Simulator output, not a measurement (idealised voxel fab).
Module name: voxel gate over fins (process module)
Shown is cross-section cut, with a width of 165 nm and square cells of size 5 nm.
Heads up, the way a cross-section reads in here is a grid of square cells, handed over as bands from the top down, with every band being one or more rows of cells.
Top, bottom (nm), then materials left to right with widths (nm); lone material tagged "everywhere" fills the whole band edge to edge; "empty" = empty space.
Heights are measured from 0, the level below which the as-received wafer is all one material; the lowest band has no bottom and continues downward, written as in "from 0 down".
Width "30..40": first value at the band's top row of cells, second value at its bottom row, equal change from row to row.
Any step labelled "no change occurred" changed none of the cells in the cross-section.
"Closed void entries" contains a list of empty spaces, each no smaller than 8 cells and without an open way to the top, written in the form width x height at distance with the distance from the left edge and all three in nm.
If you see something after the settings on a step's line, that's the simulator's own remark about that step.
overlay nm: mask offset rightward from planned place, masked step; negative means leftward offset.
SET OUT BELOW ARE THE PLANNED STEPS OF THE PROCESS
1. RECEIVE with material Si
2. CONFORMAL_DEP with material SiN, thk nm 5
3. MASKED_ETCH with tone cover, mask id FINS, width nm 15, pitch nm 40, etch materials SiN, depth nm 5, overlay nm 0
4. MASKED_ETCH with tone cover, mask id FINS, width nm 15, pitch nm 40, etch materials Si, depth nm 30, overlay nm 0
5. OXIDIZE with depth nm 5
6. FILL_DEP with material SiO2, thk nm 10
7. CMP with height nm 5
8. SELECTIVE_ETCH with etch materials SiO2, depth nm 15
9. STRIP with etch materials SiN
10. CONFORMAL_DEP with material HfO2, thk nm 5
11. CONFORMAL_DEP with material TiN, thk nm 5
12. CONFORMAL_DEP with material TiAl, thk nm 5
13. CONFORMAL_DEP with material TiN, thk nm 5
14. FILL_DEP with material W, thk nm 10
15. CMP with height nm 25
16. CONFORMAL_DEP with material SiN, thk nm 10
AS RECEIVED, AFTER STEP 1
  from 0 down = Si everywhere
  Closed void entries: none
CROSS-SECTION TAKEN AT MODULE COMPLETION ON THE FIRST OF TWO WAFERS; PROCESSED PER THE PLAN
  from 35 to 25 = SiN everywhere
  from 25 to 20 = W everywhere
  from 20 to 15 = W (20)  TiN (125)  W (20)
  from 15 to 10 = W (20)  TiN (5)  TiAl (35)  TiN (5)  TiAl (35)  TiN (5)  TiAl (35)  TiN (5)  W (20)
  from 10 to 5 = TiN (25)  TiAl (5)  TiN (25)  TiAl (5)  TiN (5)  TiAl (5)  TiN (25)  TiAl (5)  TiN (5)  TiAl (5)  TiN (25)  TiAl (5)  TiN (25)
  from 5 to 0 = TiAl (30)  TiN (5)  HfO2 (15)  TiN (5)  TiAl (15)  TiN (5)  HfO2 (15)  TiN (5)  TiAl (15)  TiN (5)  HfO2 (15)  TiN (5)  TiAl (30)
  from 0 to -5 = TiN (35)  HfO2 (5)  Si (5)  HfO2 (5)  TiN (25)  HfO2 (5)  Si (5)  HfO2 (5)  TiN (25)  HfO2 (5)  Si (5)  HfO2 (5)  TiN (35)
  from -5 to -10 = HfO2 (40)  Si (5)  HfO2 (35)  Si (5)  HfO2 (35)  Si (5)  HfO2 (40)
  from -10 to -35 = SiO2 (40)  Si (5)  SiO2 (35)  Si (5)  SiO2 (35)  Si (5)  SiO2 (40)
  from -35 down = Si everywhere
  Closed void entries: none
MODULE END: CROSS-SECTION OF WAFER TWO OF TWO. SAME START AND PROCESS PLAN AS THE FIRST WAFER. ONE MISTAKE DURING EXECUTION
  from 35 to 25 = SiN everywhere
  from 25 to 20 = W everywhere
  from 20 to 15 = W (20)  TiN (125)  W (20)
  from 15 to 10 = W (10)  TiN (15)  TiAl (35)  TiN (5)  TiAl (35)  TiN (5)  TiAl (35)  TiN (5)  W (20)
  from 10 to 5 = TiN (15)  TiAl (15)  TiN (25)  TiAl (15)  TiN (25)  TiAl (15)  TiN (25)  TiAl (5)  TiN (25)
  from 5 to 0 = TiAl (20)  TiN (15)  HfO2 (15)  TiN (5)  TiAl (5)  TiN (15)  HfO2 (15)  TiN (5)  TiAl (5)  TiN (15)  HfO2 (15)  TiN (5)  TiAl (30)
  from 0 to -5 = TiN (25)  HfO2 (15)  Si (5)  HfO2 (5)  TiN (15)  HfO2 (15)  Si (5)  HfO2 (5)  TiN (15)  HfO2 (15)  Si (5)  HfO2 (5)  TiN (35)
  from -5 to -10 = HfO2 (30)  Si (15)  HfO2 (25)  Si (15)  HfO2 (25)  Si (15)  HfO2 (40)
  from -10 to -35 = SiO2 (30)  Si (15)  SiO2 (25)  Si (15)  SiO2 (25)  Si (15)  SiO2 (40)
  from -35 down = Si everywhere
  Closed void entries: none
Here's what went sideways: the process deviated at step 4: the operation and settings actually run there were MASKED_ETCH with tone cover, mask id FINS, width nm 15, pitch nm 40, etch materials Si, depth nm 30, overlay nm -10
Materials where the second wafer ends with more or fewer cells than the first: 36 more of Si | 30 fewer of SiO2 | 2 fewer of TiAl | 2 fewer of TiN | 2 fewer of W
